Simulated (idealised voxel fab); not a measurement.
process module | voxel plated lines
cross-section cut | 185 nm wide | cells 5 nm
A cross-section is a grid of square cells, given in bands from the top down. A band is one or more rows of cells.
Each band's line starts with the height of the band's top and of its bottom, in nm. Then come its materials from left to right, each with its width in nm. One material with "throughout" fills the band from edge to edge. "air" is empty space.
Height 0 is the level under which the wafer as received is all one material. The lowest band goes on downwards, as in "0 down".
A width such as "30 to 40" changes by the same amount from each row of cells to the next, from the band's top row to its bottom row.
"no change" after a step means that no cell of the cross-section changed.
closed voids: empty space of 8 cells or more with no open way to the top, each as width x height at its distance from the left edge, in nm
after a step's settings: what the simulator itself notes on the step
overlay nm, on a step with a mask: how far to the right of its planned place the mask lay; to the left if negative
plan
1 op RECEIVE | material Si
2 op CONFORMAL_DEP | material SiO2 | thk nm 10
3 op DIRECTIONAL_DEP | material TiN | thk nm 5
4 op PATTERN | tone open | mask id LINES | material resist | width nm 15 | pitch nm 35 | thk nm 30 | overlay nm 0
5 op EPI | material Ru | thk nm 10
6 op EPI | material Ru | thk nm 10
7 op STRIP | etch materials resist
8 op DIRECTIONAL_ETCH | etch materials TiN | depth nm 5
9 op CONFORMAL_DEP | material SiO2 | thk nm 5
as received, after step 1
  0 down: Si throughout
  closed voids: none
first wafer at the end, as planned
  40 to 35: air 25 | SiO2 25 | air 10 | SiO2 25 | air 10 | SiO2 25 | air 10 | SiO2 25 | air 30
  35 to 15: air 25 | SiO2 5 | Ru 15 | SiO2 5 | air 10 | SiO2 5 | Ru 15 | SiO2 5 | air 10 | SiO2 5 | Ru 15 | SiO2 5 | air 10 | SiO2 5 | Ru 15 | SiO2 5 | air 30
  15 to 10: SiO2 30 | TiN 15 | SiO2 20 | TiN 15 | SiO2 20 | TiN 15 | SiO2 20 | TiN 15 | SiO2 35
  10 to 0: SiO2 throughout
  0 down: Si throughout
  closed voids: none
second wafer at the end: like start, like plan, one mistake
  40 to 35: air 15 | SiO2 25 | air 10 | SiO2 25 | air 10 | SiO2 25 | air 10 | SiO2 25 | air 40
  35 to 15: air 15 | SiO2 5 | Ru 15 | SiO2 5 | air 10 | SiO2 5 | Ru 15 | SiO2 5 | air 10 | SiO2 5 | Ru 15 | SiO2 5 | air 10 | SiO2 5 | Ru 15 | SiO2 5 | air 40
  15 to 10: SiO2 20 | TiN 15 | SiO2 20 | TiN 15 | SiO2 20 | TiN 15 | SiO2 20 | TiN 15 | SiO2 45
  10 to 0: SiO2 throughout
  0 down: Si throughout
  closed voids: none
what went wrong: step 4 ran as: op PATTERN | tone open | mask id LINES | material resist | width nm 15 | pitch nm 35 | thk nm 30 | overlay nm -10
at the end the second wafer has, in cells: as many of each material as the first, in other places
